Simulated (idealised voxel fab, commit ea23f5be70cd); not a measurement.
process module | voxel capacitor over wiring
cross-section cut | 155 nm wide | cells 5 nm
A cross-section is a grid of square cells, given in bands from the top down. A band is one or more rows of cells.
Each band's line starts with the height of the band's top and of its bottom, in nm. Then come its materials from left to right, each with its width in nm. One material with "throughout" fills the band from edge to edge. "air" is empty space.
Height 0 is the level under which the wafer as received is all one material. The lowest band goes on downwards, as in "0 down".
A width such as "30 to 40" changes by the same amount from each row of cells to the next, from the band's top row to its bottom row.
"no change" after a step means that no cell of the cross-section changed.
closed voids: empty space of 8 cells or more with no open way to the top, each as width x height at its distance from the left edge, in nm
after a step's settings: what the simulator itself notes on the step
overlay nm, on a step with a mask: how far to the right of its planned place the mask lay; to the left if negative
plan
1 op RECEIVE | material Si
2 op CONFORMAL_DEP | material SiO2 | thk nm 10
3 op CONFORMAL_DEP | material SiN | thk nm 5
4 op DIRECTIONAL_DEP | material SiO2 | thk nm 25
5 op DIRECTIONAL_DEP | material aC | thk nm 15
6 op PATTERN | tone open | mask id METAL_1 | material resist | width nm 20 | pitch nm 85 | thk nm 30 | overlay nm 0
7 op DIRECTIONAL_ETCH | etch materials aC | depth nm 15
8 op STRIP | etch materials resist
9 op DIRECTIONAL_ETCH | etch materials SiO2 | depth nm 25
10 op DIRECTIONAL_ETCH | etch materials SiN | depth nm 5
11 op STRIP | etch materials aC
12 op CONFORMAL_DEP | material TiN | thk nm 5
13 op FILL_DEP | material Cu | thk nm 5
14 op CMP | height nm 40
15 op CONFORMAL_DEP | material SiCN | thk nm 5
16 op DIRECTIONAL_DEP | material SiO2 | thk nm 15
17 op DIRECTIONAL_DEP | material aC | thk nm 15
18 op PATTERN | tone open | mask id PLUG_1 | material resist | width nm 15 | thk nm 30 | overlay nm 0
19 op DIRECTIONAL_ETCH | etch materials aC | depth nm 15
20 op STRIP | etch materials resist
21 op DIRECTIONAL_ETCH | etch materials SiO2 | depth nm 15
22 op DIRECTIONAL_ETCH | etch materials SiCN | depth nm 5
23 op STRIP | etch materials aC
24 op EPI | material Ru | thk nm 10
25 op EPI | material Ru | thk nm 10
26 op DIRECTIONAL_DEP | material TiN | thk nm 10
27 op DIRECTIONAL_DEP | material SiN | thk nm 5
28 op DIRECTIONAL_DEP | material TiN | thk nm 5
29 op PATTERN | tone cover | mask id UPPER_PLATE | material resist | width nm 70 | thk nm 15 | overlay nm 0
30 op DIRECTIONAL_ETCH | etch materials TiN | depth nm 5
31 op DIRECTIONAL_ETCH | etch materials SiN | depth nm 5
32 op STRIP | etch materials resist
33 op MASKED_ETCH | tone cover | mask id LOWER_PLATE | width nm 80 | etch materials TiN | depth nm 10 | overlay nm 0
34 op FILL_DEP | material SiO2 | thk nm 15
35 op CMP | height nm 90
36 op MASKED_ETCH | tone open | mask id PLUG_2 | width nm 15 | etch materials SiO2 | depth nm 10 | overlay nm 0
37 op CONFORMAL_DEP | material TiN | thk nm 5
38 op FILL_DEP | material Ru | thk nm 10
39 op CMP | height nm 90
40 op CONFORMAL_DEP | material SiCN | thk nm 5
first wafer, as planned
as received, after step 1
  0 down: Si throughout
  closed voids: none
after step 2
  10 to 0: SiO2 throughout
  below 0: unchanged
after step 3
  15 to 10: SiN throughout
  below 10: unchanged
after step 4
  40 to 15: SiO2 throughout
  below 15: unchanged
after step 5
  55 to 40: aC throughout
  below 40: unchanged
after step 6
  85 to 55: resist 25 | air 20 | resist 65 | air 20 | resist 25
  below 55: unchanged
after step 7
  70 to 55: resist 25 | air 20 | resist 65 | air 20 | resist 25
  55 to 40: aC 25 | air 20 | aC 65 | air 20 | aC 25
  below 40: unchanged
after step 8
  55 to 40: aC 25 | air 20 | aC 65 | air 20 | aC 25
  below 40: unchanged
after step 9
  55 to 40: aC 25 | air 20 | aC 65 | air 20 | aC 25
  40 to 15: SiO2 25 | air 20 | SiO2 65 | air 20 | SiO2 25
  below 15: unchanged
after step 10
  55 to 40: aC 25 | air 20 | aC 65 | air 20 | aC 25
  40 to 15: SiO2 25 | air 20 | SiO2 65 | air 20 | SiO2 25
  15 to 10: SiN 25 | air 20 | SiN 65 | air 20 | SiN 25
  below 10: unchanged
after step 11
  40 to 15: SiO2 25 | air 20 | SiO2 65 | air 20 | SiO2 25
  below 15: unchanged
after step 12
  45 to 40: TiN 30 | air 10 | TiN 75 | air 10 | TiN 30
  40 to 15: SiO2 25 | TiN 5 | air 10 | TiN 5 | SiO2 65 | TiN 5 | air 10 | TiN 5 | SiO2 25
  15 to 10: SiN 25 | TiN 20 | SiN 65 | TiN 20 | SiN 25
  below 10: unchanged
after step 13
  50 to 45: Cu throughout
  45 to 40: TiN 30 | Cu 10 | TiN 75 | Cu 10 | TiN 30
  40 to 15: SiO2 25 | TiN 5 | Cu 10 | TiN 5 | SiO2 65 | TiN 5 | Cu 10 | TiN 5 | SiO2 25
  below 15: unchanged
after step 14
  40 to 15: SiO2 25 | TiN 5 | Cu 10 | TiN 5 | SiO2 65 | TiN 5 | Cu 10 | TiN 5 | SiO2 25
  below 15: unchanged
after step 15
  45 to 40: SiCN throughout
  below 40: unchanged
after step 16
  60 to 45: SiO2 throughout
  below 45: unchanged
after step 17
  75 to 60: aC throughout
  below 60: unchanged
after step 18
  105 to 75: resist 30 | air 15 | resist 110
  below 75: unchanged
after step 19
  90 to 75: resist 30 | air 15 | resist 110
  75 to 60: aC 30 | air 15 | aC 110
  below 60: unchanged
after step 20
  75 to 60: aC 30 | air 15 | aC 110
  below 60: unchanged
after step 21
  75 to 60: aC 30 | air 15 | aC 110
  60 to 45: SiO2 30 | air 15 | SiO2 110
  below 45: unchanged
after step 22
  75 to 60: aC 30 | air 15 | aC 110
  60 to 45: SiO2 30 | air 15 | SiO2 110
  45 to 40: SiCN 30 | air 15 | SiCN 110
  below 40: unchanged
after step 23
  60 to 45: SiO2 30 | air 15 | SiO2 110
  below 45: unchanged
after step 24
  60 to 50: SiO2 30 | air 15 | SiO2 110
  50 to 45: SiO2 30 | Ru 15 | SiO2 110
  45 to 40: SiCN 30 | Ru 15 | SiCN 110
  below 40: unchanged
after step 25
  60 to 45: SiO2 30 | Ru 15 | SiO2 110
  below 45: unchanged
after step 26
  70 to 60: TiN throughout
  below 60: unchanged
after step 27
  75 to 70: SiN throughout
  below 70: unchanged
after step 28
  80 to 75: TiN throughout
  below 75: unchanged
after step 29
  95 to 80: air 30 | resist 70 | air 55
  below 80: unchanged
after step 30
  95 to 80: air 30 | resist 70 | air 55
  80 to 75: air 30 | TiN 70 | air 55
  below 75: unchanged
after step 31
  95 to 80: air 30 | resist 70 | air 55
  80 to 75: air 30 | TiN 70 | air 55
  75 to 70: air 30 | SiN 70 | air 55
  below 70: unchanged
after step 32
  80 to 75: air 30 | TiN 70 | air 55
  below 75: unchanged
after step 33
  80 to 75: air 30 | TiN 70 | air 55
  75 to 70: air 30 | SiN 70 | air 55
  70 to 60: air 25 | TiN 80 | air 50
  below 60: unchanged
after step 34
  95 to 80: SiO2 throughout
  80 to 75: SiO2 30 | TiN 70 | SiO2 55
  75 to 70: SiO2 30 | SiN 70 | SiO2 55
  70 to 60: SiO2 25 | TiN 80 | SiO2 50
  below 60: unchanged
after step 35
  90 to 80: SiO2 throughout
  below 80: unchanged
after step 36
  90 to 80: SiO2 40 | air 15 | SiO2 100
  below 80: unchanged
after step 37
  95 to 90: TiN 45 | air 5 | TiN 105
  90 to 85: SiO2 40 | TiN 5 | air 5 | TiN 5 | SiO2 100
  85 to 75: SiO2 40 to 30 | TiN 15 to 70 | SiO2 100 to 55
  below 75: unchanged
after step 38
  105 to 95: Ru throughout
  95 to 90: TiN 45 | Ru 5 | TiN 105
  90 to 85: SiO2 40 | TiN 5 | Ru 5 | TiN 5 | SiO2 100
  below 85: unchanged
after step 39
  90 to 85: SiO2 40 | TiN 5 | Ru 5 | TiN 5 | SiO2 100
  below 85: unchanged
after step 40
  95 to 90: SiCN throughout
  below 90: unchanged
second wafer: like start, like plan, one mistake. Through step 32 it matches the first wafer
when step 33 should have ended
  75 to 70: air 30 | SiN 70 | air 55
  70 to 60: TiN 25 | air 5 | TiN 70 | air 5 | TiN 50
  below 60: unchanged
when step 34 should have ended
  90 to 75: SiO2 throughout
  75 to 70: SiO2 30 | SiN 70 | SiO2 55
  70 to 60: TiN 25 | SiO2 5 | TiN 70 | SiO2 5 | TiN 50
  below 60: unchanged
when step 35 should have ended: no change
when step 36 should have ended
  90 to 80: SiO2 40 | air 15 | SiO2 100
  below 80: unchanged
when step 37 should have ended
  95 to 90: TiN 45 | air 5 | TiN 105
  90 to 85: SiO2 40 | TiN 5 | air 5 | TiN 5 | SiO2 100
  85 to 80: SiO2 40 | TiN 15 | SiO2 100
  below 80: unchanged
when step 38 should have ended
  105 to 95: Ru throughout
  95 to 90: TiN 45 | Ru 5 | TiN 105
  90 to 85: SiO2 40 | TiN 5 | Ru 5 | TiN 5 | SiO2 100
  below 85: unchanged
when step 39 should have ended
  90 to 85: SiO2 40 | TiN 5 | Ru 5 | TiN 5 | SiO2 100
  below 85: unchanged
when step 40 should have ended
  95 to 90: SiCN throughout
  below 90: unchanged
what went wrong: step 33 ran as: op MASKED_ETCH | tone open | mask id LOWER_PLATE | width nm 80 | etch materials TiN | depth nm 10 | overlay nm 0
at the end the second wafer has, in cells: 12 fewer of SiO2 | 12 more of TiN
